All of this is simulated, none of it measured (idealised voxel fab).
process module | voxel capacitor over wiring
cross-section cut | 235 nm wide | cells 5 nm
A cross-section is a grid of square cells, given in bands from the top down. A band is one or more rows of cells.
Each band's line starts with the height of the band's top and of its bottom, in nm. Then come its materials from left to right, each with its width in nm. One material with "throughout" fills the band from edge to edge. "air" is empty space.
Height 0 is the level under which the wafer as received is all one material. The lowest band goes on downwards, as in "0 down".
A width such as "30 to 40" changes by the same amount from each row of cells to the next, from the band's top row to its bottom row.
"no change" after a step means that no cell of the cross-section changed.
closed voids: empty space of 8 cells or more with no open way to the top, each as width x height at its distance from the left edge, in nm
after a step's settings: what the simulator itself notes on the step
overlay nm, on a step with a mask: how far to the right of its planned place the mask lay; to the left if negative
plan
1 op RECEIVE | material Si
2 op CONFORMAL_DEP | material SiO2 | thk nm 10
3 op CONFORMAL_DEP | material SiCN | thk nm 5
4 op DIRECTIONAL_DEP | material lowk | thk nm 15
5 op MASKED_ETCH | tone open | mask id METAL_1 | width nm 25 | pitch nm 90 | etch materials lowk | depth nm 15 | overlay nm 0
6 op MASKED_ETCH | tone open | mask id METAL_1 | width nm 25 | pitch nm 90 | etch materials SiCN | depth nm 5 | overlay nm 0
7 op CONFORMAL_DEP | material TiN | thk nm 5
8 op FILL_DEP | material Ru | thk nm 5
9 op CMP | height nm 30
10 op CONFORMAL_DEP | material SiCN | thk nm 5
11 op DIRECTIONAL_DEP | material SiO2 | thk nm 10
12 op DIRECTIONAL_DEP | material aC | thk nm 10
13 op PATTERN | tone open | mask id PLUG_1 | material resist | width nm 15 | thk nm 25 | overlay nm 0
14 op DIRECTIONAL_ETCH | etch materials aC | depth nm 10
15 op STRIP | etch materials resist
16 op DIRECTIONAL_ETCH | etch materials SiO2 | depth nm 10
17 op DIRECTIONAL_ETCH | etch materials SiCN | depth nm 5
18 op STRIP | etch materials aC
19 op EPI | material Ru | thk nm 10
20 op EPI | material Ru | thk nm 5
21 op DIRECTIONAL_DEP | material TiN | thk nm 10
22 op DIRECTIONAL_DEP | material Al2O3 | thk nm 5
23 op DIRECTIONAL_DEP | material TiN | thk nm 5
24 op MASKED_ETCH | tone cover | mask id UPPER_PLATE | width nm 70 | etch materials TiN | depth nm 5 | overlay nm 0
25 op MASKED_ETCH | tone cover | mask id UPPER_PLATE | width nm 70 | etch materials Al2O3 | depth nm 5 | overlay nm 0
26 op MASKED_ETCH | tone cover | mask id LOWER_PLATE | width nm 80 | etch materials TiN | depth nm 10 | overlay nm 0
27 op FILL_DEP | material SiO2 | thk nm 20
28 op CMP | height nm 80
29 op MASKED_ETCH | tone open | mask id PLUG_2 | width nm 15 | etch materials SiO2 | depth nm 15 | overlay nm 0
30 op CONFORMAL_DEP | material TiN | thk nm 5
31 op FILL_DEP | material W | thk nm 10
32 op CMP | height nm 80
33 op CONFORMAL_DEP | material SiN | thk nm 5
as received, after step 1
  0 down: Si throughout
  closed voids: none
a wafer at the end: this start, this plan, one mistake
  85 to 80: SiN throughout
  80 to 75: SiO2 80 | TiN 5 | W 5 | TiN 5 | SiO2 140
  75 to 65: SiO2 80 | TiN 15 to 60 | SiO2 140 to 95
  65 to 60: SiO2 85 | Al2O3 55 | SiO2 95
  60 to 55: SiO2 65 | TiN 80 | SiO2 90
  55 to 50: SiO2 65 | TiN 5 | Al2O3 15 | TiN 60 | SiO2 90
  50 to 40: SiO2 70 | TiN 15 | SiO2 150
  40 to 35: SiO2 throughout
  35 to 30: SiCN throughout
  30 to 15: lowk 60 | TiN 5 | Ru 15 | TiN 5 | lowk 65 | TiN 5 | Ru 15 | TiN 5 | lowk 60
  15 to 10: SiCN 60 | TiN 25 | SiCN 65 | TiN 25 | SiCN 60
  10 to 0: SiO2 throughout
  0 down: Si throughout
  closed voids: none
what went wrong: step 11 ran as: op DIRECTIONAL_DEP | material SiO2 | thk nm 15
